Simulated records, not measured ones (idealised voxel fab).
The document below concerns the process module designated voxel trench capacitor.
Square cells of 5 nm make up the cross-section cut, whose width is 265 nm.
Cross-section spec: square-cell grid; bands listed top down; each band is one or more rows. Heights first: top, then bottom, in nm. Then materials, left to right, each with a width in nm. "everywhere" on a single material: fills the band edge to edge. "blank": empty space. Heads up on the height convention: 0 is the point under which the incoming wafer is all one material, and the lowest band has no bottom, it just keeps going down, like "0 and below". Width "30..40": first value at the band's top row of cells, second value at its bottom row, equal change from row to row. Step marked "remained the same"? Then no cell in the cross-section changed in it. Trapped void list: empty space of 8 cells or more with no open way to the top, each as width x height at its distance from the left edge, in nm. Heads up: the bit after the settings on a step's line is the simulator's remark on that step. "overlay nm" denotes, for a step that has a mask, the displacement of the mask to the right of its planned place, with negative values corresponding to the left.

### Below is the list of planned process steps
step 1: RECEIVE | material Si
step 2: CONFORMAL_DEP | material SiN | thk nm 5
step 3: DIRECTIONAL_DEP | material aC | thk nm 15
step 4: PATTERN | tone open | mask id TRENCH | material resist | width nm 15 | pitch nm 55 | thk nm 35 | overlay nm 0
step 5: DIRECTIONAL_ETCH | etch materials aC | depth nm 15
step 6: STRIP | etch materials resist
step 7: DIRECTIONAL_ETCH | etch materials SiN | depth nm 5
step 8: DIRECTIONAL_ETCH | etch materials Si | depth nm 40
step 9: STRIP | etch materials aC
step 10: CONFORMAL_DEP | material HfO2 | thk nm 5
step 11: CONFORMAL_DEP | material TiN | thk nm 5
step 12: FILL_DEP | material W | thk nm 5
step 13: CMP | height nm 5
varied across the wafers: width nm of step 4. The plan shows the first wafer's value. All wafers start alike

### Received condition of the first of several wafers, sectioned: post-step 1
* 0 and below  Si everywhere
* Trapped void list: none

### Cross-section, first of several wafers, end of module, after last step 13
* 5 down to 0  SiN 40 nm  HfO2 5 nm  TiN 5 nm  HfO2 5 nm  SiN 40 nm  HfO2 5 nm  TiN 5 nm  HfO2 5 nm  SiN 40 nm  HfO2 5 nm  TiN 5 nm  HfO2 5 nm  SiN 40 nm  HfO2 5 nm  TiN 5 nm  HfO2 5 nm  SiN 45 nm
* 0 down to -35  Si 40 nm  HfO2 5 nm  TiN 5 nm  HfO2 5 nm  Si 40 nm  HfO2 5 nm  TiN 5 nm  HfO2 5 nm  Si 40 nm  HfO2 5 nm  TiN 5 nm  HfO2 5 nm  Si 40 nm  HfO2 5 nm  TiN 5 nm  HfO2 5 nm  Si 45 nm
* -35 down to -40  Si 40 nm  HfO2 15 nm  Si 40 nm  HfO2 15 nm  Si 40 nm  HfO2 15 nm  Si 40 nm  HfO2 15 nm  Si 45 nm
* -40 and below  Si everywhere
* Trapped void list: none

### Cross-section of the last wafer at end of module
* 5 down to 0  SiN 30 nm  HfO2 5 nm  TiN 5 nm  W 20 nm  TiN 5 nm  HfO2 5 nm  SiN 15 nm  HfO2 5 nm  TiN 5 nm  W 20 nm  TiN 5 nm  HfO2 5 nm  SiN 15 nm  HfO2 5 nm  TiN 5 nm  W 20 nm  TiN 5 nm  HfO2 5 nm  SiN 15 nm  HfO2 5 nm  TiN 5 nm  W 20 nm  TiN 5 nm  HfO2 5 nm  SiN 30 nm
* 0 down to -30  Si 30 nm  HfO2 5 nm  TiN 5 nm  W 20 nm  TiN 5 nm  HfO2 5 nm  Si 15 nm  HfO2 5 nm  TiN 5 nm  W 20 nm  TiN 5 nm  HfO2 5 nm  Si 15 nm  HfO2 5 nm  TiN 5 nm  W 20 nm  TiN 5 nm  HfO2 5 nm  Si 15 nm  HfO2 5 nm  TiN 5 nm  W 20 nm  TiN 5 nm  HfO2 5 nm  Si 30 nm
* -30 down to -35  Si 30 nm  HfO2 5 nm  TiN 30 nm  HfO2 5 nm  Si 15 nm  HfO2 5 nm  TiN 30 nm  HfO2 5 nm  Si 15 nm  HfO2 5 nm  TiN 30 nm  HfO2 5 nm  Si 15 nm  HfO2 5 nm  TiN 30 nm  HfO2 5 nm  Si 30 nm
* -35 down to -40  Si 30 nm  HfO2 40 nm  Si 15 nm  HfO2 40 nm  Si 15 nm  HfO2 40 nm  Si 15 nm  HfO2 40 nm  Si 30 nm
* -40 and below  Si everywhere
* Trapped void list: none

### Per wafer, end of module: cells gained (+) or lost (-) per material since receipt, then closed voids
width nm 15 | +76 HfO2 | -96 Si | +41 SiN | +32 TiN | Trapped void list: none
width nm 20 | +80 HfO2 | -128 Si | +37 SiN | +64 TiN | Trapped void list: none
width nm 25 | +84 HfO2 | -160 Si | +33 SiN | +68 TiN | +28 W | Trapped void list: none
width nm 30 | +88 HfO2 | -192 Si | +29 SiN | +72 TiN | +56 W | Trapped void list: none
width nm 35 | +92 HfO2 | -224 Si | +25 SiN | +76 TiN | +84 W | Trapped void list: none
width nm 40 | +96 HfO2 | -256 Si | +21 SiN | +80 TiN | +112 W | Trapped void list: none
